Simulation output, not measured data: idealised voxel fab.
process module | voxel spacer lines
cross-section cut | 300 nm wide | cells 5 nm
A cross-section is a grid of square cells, given in bands from the top down. A band is one or more rows of cells.
Each band's line starts with the height of the band's top and of its bottom, in nm. Then come its materials from left to right, each with its width in nm. One material with "throughout" fills the band from edge to edge. "air" is empty space.
Height 0 is the level under which the wafer as received is all one material. The lowest band goes on downwards, as in "0 down".
A width such as "30 to 40" changes by the same amount from each row of cells to the next, from the band's top row to its bottom row.
"no change" after a step means that no cell of the cross-section changed.
closed voids: empty space of 8 cells or more with no open way to the top, each as width x height at its distance from the left edge, in nm
after a step's settings: what the simulator itself notes on the step
overlay nm, on a step with a mask: how far to the right of its planned place the mask lay; to the left if negative
plan
1 op RECEIVE | material Si
2 op CONFORMAL_DEP | material Al2O3 | thk nm 5
3 op DIRECTIONAL_DEP | material polySi | thk nm 10
4 op DIRECTIONAL_DEP | material aC | thk nm 25
5 op PATTERN | tone cover | mask id MANDREL | material resist | width nm 15 | pitch nm 60 | thk nm 30 | overlay nm 0
6 op DIRECTIONAL_ETCH | etch materials aC | depth nm 25
7 op STRIP | etch materials resist
8 op CONFORMAL_DEP | material SiN | thk nm 15
9 op DIRECTIONAL_ETCH | etch materials SiN | depth nm 15
10 op STRIP | etch materials aC
11 op DIRECTIONAL_ETCH | etch materials polySi | depth nm 10
12 op STRIP | etch materials SiN
13 op FILL_DEP | material lowk | thk nm 10
14 op CMP | height nm 15
as received, after step 1
  0 down: Si throughout
  closed voids: none
first wafer at the end, as planned
  15 to 5: lowk 95 | polySi 15 | lowk 15 | polySi 15 | lowk 15 | polySi 15 | lowk 15 | polySi 15 | lowk 100
  5 to 0: Al2O3 throughout
  0 down: Si throughout
  closed voids: none
second wafer at the end: like start, like plan, one mistake
  15 to 5: lowk 95 | polySi 15 | lowk 20 | polySi 15 | lowk 10 | polySi 15 | lowk 20 | polySi 15 | lowk 95
  5 to 0: Al2O3 throughout
  0 down: Si throughout
  closed voids: none
what went wrong: step 5 ran as: op PATTERN | tone cover | mask id MANDREL | material resist | width nm 20 | pitch nm 60 | thk nm 30 | overlay nm 0
at the end the second wafer has, in cells: as many of each material as the first, in other places
